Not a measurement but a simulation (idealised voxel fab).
The following is a process module called voxel transistor to metal.
The figure presents cross-section cut, which has a width of 150 nm and is divided into square cells with an edge length of 5 nm.
The cross-sections in this document take the form of a grid made of square cells. They are written out as bands, in order from top to bottom. Each band consists of one or more rows of cells.
Within each band entry, the heights of the top and of the bottom of the band appear first, in that order and in nm; the materials of the band then follow from left to right, each with its corresponding width in nm. The designation "all across" on a single material indicates that it fills the band from edge to edge; the designation "blank" indicates empty space.
We count height from 0. Below that, the starting wafer is all one material. The lowest band never ends at the bottom but goes on down; see "0 nm and below" for how that is written.
Width "30..40": first value at the band's top row of cells, second value at its bottom row, equal change from row to row.
A step reported as "remains unaltered" is a step in which no cell of the cross-section changed.
"Enclosed internal cavities": empty spaces of 8 cells or more with no open way to the top, each given as width x height at distance, distance from the left edge, all in nm.
Heads up: the bit after the settings on a step's line is the simulator's remark on that step.
overlay nm: right-of-plan distance of the mask on a masked step; negative values mean left-of-plan.

-- Planned step list for the process
step 1: RECEIVE,material Si
step 2: OXIDIZE,depth nm 5
step 3: CONFORMAL_DEP,material SiN,thk nm 10
step 4: MASKED_ETCH,tone cover,mask id ACTIVE,width nm 110,etch materials SiN,depth nm 10,overlay nm 0
step 5: MASKED_ETCH,tone cover,mask id ACTIVE,width nm 110,etch materials SiO2,depth nm 5,overlay nm 0
step 6: MASKED_ETCH,tone cover,mask id ACTIVE,width nm 110,etch materials Si,depth nm 30,overlay nm 0
step 7: OXIDIZE,depth nm 5
step 8: FILL_DEP,material SiO2,thk nm 10
step 9: CMP,height nm 10
step 10: SELECTIVE_ETCH,etch materials SiO2,depth nm 5
step 11: STRIP,etch materials SiN
step 12: SELECTIVE_ETCH,etch materials SiO2,depth nm 5
step 13: OXIDIZE,depth nm 5
step 14: DIRECTIONAL_DEP,material polySi,thk nm 25
step 15: DIRECTIONAL_DEP,material SiCN,thk nm 10
step 16: PATTERN,tone cover,mask id GATE,material resist,width nm 30,thk nm 20,overlay nm 0
step 17: DIRECTIONAL_ETCH,etch materials SiCN,depth nm 20
step 18: DIRECTIONAL_ETCH,etch materials polySi,depth nm 35
step 19: STRIP,etch materials resist
step 20: CONFORMAL_DEP,material SiN,thk nm 10
step 21: DIRECTIONAL_ETCH,etch materials SiN,depth nm 10
step 22: DIRECTIONAL_ETCH,etch materials SiO2,depth nm 5
step 23: EPI,material SiGe,thk nm 5
step 24: FILL_DEP,material SiO2,thk nm 5
step 25: CMP,height nm 20
step 26: STRIP,etch materials polySi
step 27: SELECTIVE_ETCH,etch materials SiO2,depth nm 5
step 28: CONFORMAL_DEP,material HfO2,thk nm 5
step 29: CONFORMAL_DEP,material TiN,thk nm 5
step 30: FILL_DEP,material W,thk nm 10
step 31: CMP,height nm 15
step 32: DIRECTIONAL_DEP,material SiO2,thk nm 10
step 33: MASKED_ETCH,tone open,mask id CONTACT,width nm 20,pitch nm 80,etch materials SiO2,depth nm 30,overlay nm 0
step 34: CONFORMAL_DEP,material TiN,thk nm 5
step 35: FILL_DEP,material W,thk nm 10
step 36: CMP,height nm 25
step 37: DIRECTIONAL_DEP,material TiN,thk nm 5
step 38: DIRECTIONAL_DEP,material W,thk nm 20
step 39: DIRECTIONAL_DEP,material aC,thk nm 15
step 40: PATTERN,tone cover,mask id METAL_1,material resist,width nm 20,pitch nm 80,thk nm 35,overlay nm 0
step 41: DIRECTIONAL_ETCH,etch materials aC,depth nm 15
step 42: STRIP,etch materials resist
step 43: DIRECTIONAL_ETCH,etch materials W,depth nm 20
step 44: DIRECTIONAL_ETCH,etch materials TiN,depth nm 5
step 45: STRIP,etch materials aC
step 46: CONFORMAL_DEP,material SiN,thk nm 5
step 47: FILL_DEP,material lowk,thk nm 10
step 48: CMP,height nm 50
step 49: CONFORMAL_DEP,material SiN,thk nm 5

-- So this is the incoming wafer in cross-section - it's already been through step 1
  0 nm and below | Si all across
  Enclosed internal cavities: none

-- Sectioned view, first of two wafers, at the close of the module, processed as intended in the plan
  55 nm to 50 nm | SiN all across
  50 nm to 30 nm | lowk=20 / SiN=5 / W=20 / SiN=5 / lowk=50 / SiN=5 / W=20 / SiN=5 / lowk=20
  30 nm to 25 nm | SiN=25 / TiN=20 / SiN=60 / TiN=20 / SiN=25
  25 nm to 15 nm | SiO2=25 / TiN=5 / W=10 / TiN=5 / SiO2=60 / TiN=5 / W=10 / TiN=5 / SiO2=25
  15 nm to 0 nm | SiO2=25 / TiN=5 / W=10 / TiN=5 / SiO2=5 / SiN=10 / HfO2=5 / TiN=5 / W=10 / TiN=5 / HfO2=5 / SiN=10 / SiO2=5 / TiN=5 / W=10 / TiN=5 / SiO2=25
  0 nm to -5 nm | SiO2=15 / SiN=10 / TiN=20 / SiO2=5 / SiN=10 / HfO2=5 / TiN=20 / HfO2=5 / SiN=10 / SiO2=5 / TiN=20 / SiN=10 / SiO2=15
  -5 nm to -10 nm | SiO2=25 / SiGe=25 / SiO2=5 / HfO2=40 / SiO2=5 / SiGe=25 / SiO2=25
  -10 nm to -40 nm | SiO2=25 / Si=100 / SiO2=25
  -40 nm and below | Si all across
  Enclosed internal cavities: none

-- Cross-section of the latter of the two wafers at module completion. It had an identical start and an identical plan to the former; in running it, one mistake was made
  55 nm to 50 nm | SiN all across
  50 nm to 30 nm | lowk=20 / SiN=5 / W=20 / SiN=5 / lowk=50 / SiN=5 / W=20 / SiN=5 / lowk=20
  30 nm to 25 nm | SiN=25 / TiN=20 / SiN=60 / TiN=20 / SiN=25
  25 nm to 15 nm | SiO2=25 / TiN=5 / W=10 / TiN=5 / SiO2=60 / TiN=5 / W=10 / TiN=5 / SiO2=25
  15 nm to 0 nm | SiO2=25 / TiN=5 / W=10 / TiN=5 / SiO2=5 / SiN=10 / HfO2=5 / TiN=5 / W=10 / TiN=5 / HfO2=5 / SiN=10 / SiO2=5 / TiN=5 / W=10 / TiN=5 / SiO2=25
  0 nm to -5 nm | SiO2=15 / SiN=10 / TiN=20 / SiO2=5 / SiN=10 / HfO2=5 / TiN=20 / HfO2=5 / SiN=10 / SiO2=5 / TiN=20 / SiN=10 / SiO2=15
  -5 nm to -10 nm | SiO2=25 / SiGe=25 / SiO2=5 / HfO2=40 / SiO2=5 / SiGe=25 / SiO2=25
  -10 nm to -70 nm | SiO2=25 / Si=100 / SiO2=25
  -70 nm and below | Si all across
  Enclosed internal cavities: none
Misprocessing identified: plan step 6 ran twice
Wrapping up, a cell-based count of both wafers puts the second over or under the first for these materials: Si: 60 fewer; SiO2: 60 more
